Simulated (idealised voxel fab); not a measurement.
process module | voxel wiring stack
cross-section cut | 170 nm wide | cells 5 nm
A cross-section is a grid of square cells, given in bands from the top down. A band is one or more rows of cells.
Each band's line starts with the height of the band's top and of its bottom, in nm. Then come its materials from left to right, each with its width in nm. One material with "throughout" fills the band from edge to edge. "air" is empty space.
Height 0 is the level under which the wafer as received is all one material. The lowest band goes on downwards, as in "0 down".
A width such as "30 to 40" changes by the same amount from each row of cells to the next, from the band's top row to its bottom row.
"no change" after a step means that no cell of the cross-section changed.
closed voids: empty space of 8 cells or more with no open way to the top, each as width x height at its distance from the left edge, in nm
after a step's settings: what the simulator itself notes on the step
overlay nm, on a step with a mask: how far to the right of its planned place the mask lay; to the left if negative
plan
1 op RECEIVE | material Si
2 op CONFORMAL_DEP | material SiO2 | thk nm 10
3 op DIRECTIONAL_DEP | material TiN | thk nm 5
4 op DIRECTIONAL_DEP | material Ru | thk nm 25
5 op DIRECTIONAL_DEP | material aC | thk nm 10
6 op PATTERN | tone cover | mask id METAL_1 | material resist | width nm 20 | pitch nm 35 | thk nm 30 | overlay nm 0
7 op DIRECTIONAL_ETCH | etch materials aC | depth nm 10
8 op STRIP | etch materials resist
9 op DIRECTIONAL_ETCH | etch materials Ru | depth nm 25
10 op DIRECTIONAL_ETCH | etch materials TiN | depth nm 5
11 op STRIP | etch materials aC
12 op CONFORMAL_DEP | material SiN | thk nm 5
13 op FILL_DEP | material lowk | thk nm 10
14 op CMP | height nm 40
15 op CONFORMAL_DEP | material SiCN | thk nm 5
16 op DIRECTIONAL_DEP | material lowk | thk nm 25
17 op DIRECTIONAL_DEP | material aC | thk nm 15
18 op PATTERN | tone open | mask id METAL_2 | material resist | width nm 20 | pitch nm 35 | thk nm 30 | overlay nm 0
19 op DIRECTIONAL_ETCH | etch materials aC | depth nm 15
20 op STRIP | etch materials resist
21 op DIRECTIONAL_ETCH | etch materials lowk | depth nm 15
22 op STRIP | etch materials aC
23 op DIRECTIONAL_DEP | material aC | thk nm 10
24 op PATTERN | tone open | mask id METAL_2_HOLES | material resist | width nm 15 | pitch nm 35 | thk nm 25 | overlay nm 0
25 op DIRECTIONAL_ETCH | etch materials aC | depth nm 10
26 op STRIP | etch materials resist
27 op DIRECTIONAL_ETCH | etch materials lowk | depth nm 10
28 op DIRECTIONAL_ETCH | etch materials SiCN | depth nm 5
29 op STRIP | etch materials aC
30 op CONFORMAL_DEP | material TiN | thk nm 5
31 op FILL_DEP | material Ru | thk nm 5
32 op CMP | height nm 70
33 op CONFORMAL_DEP | material SiCN | thk nm 5
as received, after step 1
  0 down: Si throughout
  closed voids: none
first wafer at the end, as planned
  75 to 70: SiCN throughout
  70 to 60: lowk 40 | TiN 5 | Ru 10 | TiN 5 | lowk 15 | TiN 5 | Ru 10 | TiN 5 | lowk 15 | TiN 5 | Ru 10 | TiN 5 | lowk 40
  60 to 55: lowk 40 | TiN 5 | Ru 5 | TiN 10 | lowk 15 | TiN 5 | Ru 5 | TiN 10 | lowk 15 | TiN 5 | Ru 5 | TiN 10 | lowk 40
  55 to 45: lowk 40 | TiN 5 | Ru 5 | TiN 5 | lowk 20 | TiN 5 | Ru 5 | TiN 5 | lowk 20 | TiN 5 | Ru 5 | TiN 5 | lowk 45
  45 to 40: SiCN 40 | TiN 15 | SiCN 20 | TiN 15 | SiCN 20 | TiN 15 | SiCN 45
  40 to 15: lowk 35 | SiN 5 | Ru 20 | SiN 5 | lowk 5 | SiN 5 | Ru 20 | SiN 5 | lowk 5 | SiN 5 | Ru 20 | SiN 5 | lowk 35
  15 to 10: SiN 40 | TiN 20 | SiN 15 | TiN 20 | SiN 15 | TiN 20 | SiN 40
  10 to 0: SiO2 throughout
  0 down: Si throughout
  closed voids: none
second wafer at the end: like start, like plan, one mistake
  75 to 70: SiCN throughout
  70 to 60: lowk 40 | SiO2 5 | Ru 10 | SiO2 5 | lowk 15 | SiO2 5 | Ru 10 | SiO2 5 | lowk 15 | SiO2 5 | Ru 10 | SiO2 5 | lowk 40
  60 to 55: lowk 40 | SiO2 5 | Ru 5 | SiO2 10 | lowk 15 | SiO2 5 | Ru 5 | SiO2 10 | lowk 15 | SiO2 5 | Ru 5 | SiO2 10 | lowk 40
  55 to 45: lowk 40 | SiO2 5 | Ru 5 | SiO2 5 | lowk 20 | SiO2 5 | Ru 5 | SiO2 5 | lowk 20 | SiO2 5 | Ru 5 | SiO2 5 | lowk 45
  45 to 40: SiCN 40 | SiO2 15 | SiCN 20 | SiO2 15 | SiCN 20 | SiO2 15 | SiCN 45
  40 to 15: lowk 35 | SiN 5 | Ru 20 | SiN 5 | lowk 5 | SiN 5 | Ru 20 | SiN 5 | lowk 5 | SiN 5 | Ru 20 | SiN 5 | lowk 35
  15 to 10: SiN 40 | TiN 20 | SiN 15 | TiN 20 | SiN 15 | TiN 20 | SiN 40
  10 to 0: SiO2 throughout
  0 down: Si throughout
  closed voids: none
what went wrong: step 30 ran as: op CONFORMAL_DEP | material SiO2 | thk nm 5
at the end the second wafer has, in cells: 42 more of SiO2 | 42 fewer of TiN
